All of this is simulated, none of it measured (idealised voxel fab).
The document below concerns the process module designated voxel fin reveal.
Section cut is 205 nm wide and gridded with 5 nm square cells.
Cross-section layout: square cells on a grid; listed as bands, top to bottom; a band spans one or more cell rows.
Band: top height; bottom height; in nm. Then, left to right: material with width in nm, for each material. "all across": a single material spanning edge to edge. "air": empty space.
Below 0: as-received wafer, all one material; heights counted from there. Lowest band: no bottom, goes on down, written "0 down".
Width spec "30..40" -> top row of cells at first value, bottom row at second value, equal per-row change in between.
Take "remained the same" at face value: in the step it is given for, the cross-section changed in none of its cells.
Look at "Voids, sealed" for the closed voids: empty spaces with no open path to the top, sized 8 cells or up. Each is width x height at distance, distance from the left edge, all nm.
If you see something after the settings on a step's line, that's the simulator's own remark about that step.
A step line may carry the setting "overlay nm", which, for steps involving a mask, states the distance by which the mask lay to the right of its intended position; negative values denote displacement to the left.

Steps planned for the process:
| 1 | RECEIVE: material Si |
| 2 | CONFORMAL_DEP: material SiN, thk nm 5 |
| 3 | MASKED_ETCH: tone cover, mask id FINS, width nm 15, pitch nm 35, etch materials SiN, depth nm 5, overlay nm -15 |
| 4 | MASKED_ETCH: tone cover, mask id FINS, width nm 15, pitch nm 35, etch materials Si, depth nm 30, overlay nm 0 |
| 5 | FILL_DEP: material SiO2, thk nm 5 |
| 6 | CMP: height nm 5 |
| 7 | SELECTIVE_ETCH: etch materials SiO2, depth nm 25 |
| 8 | STRIP: etch materials SiN |
| 9 | CONFORMAL_DEP: material HfO2, thk nm 5 |
It is noted that the wafers described herein are identical at the outset and are distinguished by the overlay nm of step 3; the value stated in the plan corresponds to the first wafer.

The first of several wafers as received, shown in cross-section; this is its state after step 1:
0 down = Si all across
Voids, sealed: none

First of several wafers: cross-section at the end of the module, after step 9, its last step:
5 to 0 = air 55  HfO2 75  air 75
0 to -15 = air 55  HfO2 5  Si 30  HfO2 5  Si 30  HfO2 5  air 75
-15 to -20 = HfO2 60  Si 30  HfO2 5  Si 30  HfO2 80
-20 to -30 = SiO2 60  Si 30  SiO2 5  Si 30  SiO2 80
-30 down = Si all across
Voids, sealed: none

Here's the last wafer cross-sectioned at the end of the module:
5 to 0 = air 70  HfO2 75  air 60
0 to -15 = air 70  HfO2 5  Si 30  HfO2 5  Si 30  HfO2 5  air 60
-15 to -20 = HfO2 75  Si 30  HfO2 5  Si 30  HfO2 65
-20 to -30 = SiO2 75  Si 30  SiO2 5  Si 30  SiO2 65
-30 down = Si all across
Voids, sealed: none

Row per wafer, end-of-module: cell gain (+)/loss (-) by material since the wafer came in, then closed voids:
overlay nm -15, +53 HfO2, -174 Si, +58 SiO2, Voids, sealed: none
overlay nm -10, +57 HfO2, -186 Si, +62 SiO2, Voids, sealed: none
overlay nm -5, +57 HfO2, -198 Si, +66 SiO2, Voids, sealed: none
overlay nm 0, +57 HfO2, -210 Si, +70 SiO2, Voids, sealed: none
overlay nm 5, +57 HfO2, -198 Si, +66 SiO2, Voids, sealed: none
overlay nm 10, +57 HfO2, -186 Si, +62 SiO2, Voids, sealed: none
overlay nm 15, +53 HfO2, -174 Si, +58 SiO2, Voids, sealed: none
